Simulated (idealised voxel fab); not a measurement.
Process module name: voxel tone inversion
Xsec cut, 270 nm wide, square cell size 5 nm.
In this document a cross-section is written as a grid of square cells. It is given as a series of bands, listed from the top down, and a band is one or more rows of cells.
Look at the band entry: it leads with the top's height and the bottom's height in nm. Then it lists the materials left to right, with a width in nm for each. The word "edge to edge" on a single material says that material fills the band edge to edge. The word "blank" is empty space.
Heads up on the height convention: 0 is the point under which the incoming wafer is all one material, and the lowest band has no bottom, it just keeps going down, like "0 and below".
A width given as "30..40" starts at the first number in the band's top row and ends at the second number in its bottom row, shifting by an equal amount at every step from row to row.
Take "stayed the same" at face value: in the step it is given for, the cross-section changed in none of its cells.
Under "Closed cavity list" you'll find the enclosed gaps, the ones with no way out to the top, that are 8 cells or bigger; each reads width x height at distance, with distance counted from the left edge, everything in nm.
That trailing text on a step's line, after the settings, is the simulator's own remark on the step.
overlay nm: for a step with a mask, the amount by which the mask lay right of where it was planned; a negative amount means left of it.
Process steps - plan
1,RECEIVE [material Si]
2,CONFORMAL_DEP [material SiCN] [thk nm 5]
3,DIRECTIONAL_DEP [material aC] [thk nm 15]
4,PATTERN [tone cover] [mask id POSTS] [material resist] [width nm 25] [pitch nm 55] [thk nm 20] [overlay nm 0]
5,DIRECTIONAL_ETCH [etch materials aC] [depth nm 15]
6,STRIP [etch materials resist]
7,FILL_DEP [material lowk] [thk nm 5]
8,CMP [height nm 20]
9,STRIP [etch materials aC]
Received-state cross-section, reflecting completion of step 1
> 0 and below = Si edge to edge
> Closed cavity list: none
As-planned run: cross-section of the first of two wafers at end of module
> 20 down to 5 = 65 lowk; 25 blank; 30 lowk; 25 blank; 30 lowk; 25 blank; 70 lowk
> 5 down to 0 = SiCN edge to edge
> 0 and below = Si edge to edge
> Closed cavity list: none
This cross-section belongs to the second wafer of two at the end of the module; the start and the plan were shared with the first, and the run included one mistake
> 20 down to 5 = 60 lowk; 35 blank; 20 lowk; 35 blank; 20 lowk; 35 blank; 65 lowk
> 5 down to 0 = SiCN edge to edge
> 0 and below = Si edge to edge
> Closed cavity list: none
It is concluded that the wafer was processed incorrectly with respect to the plan, in that it should be noted that step 4 was executed with settings other than those planned, the operation and settings actually applied being PATTERN [tone cover] [mask id POSTS] [material resist] [width nm 35] [pitch nm 55] [thk nm 20] [overlay nm 0]
End check, counted in cells, second wafer has more or fewer of these materials than the first: lowk -18
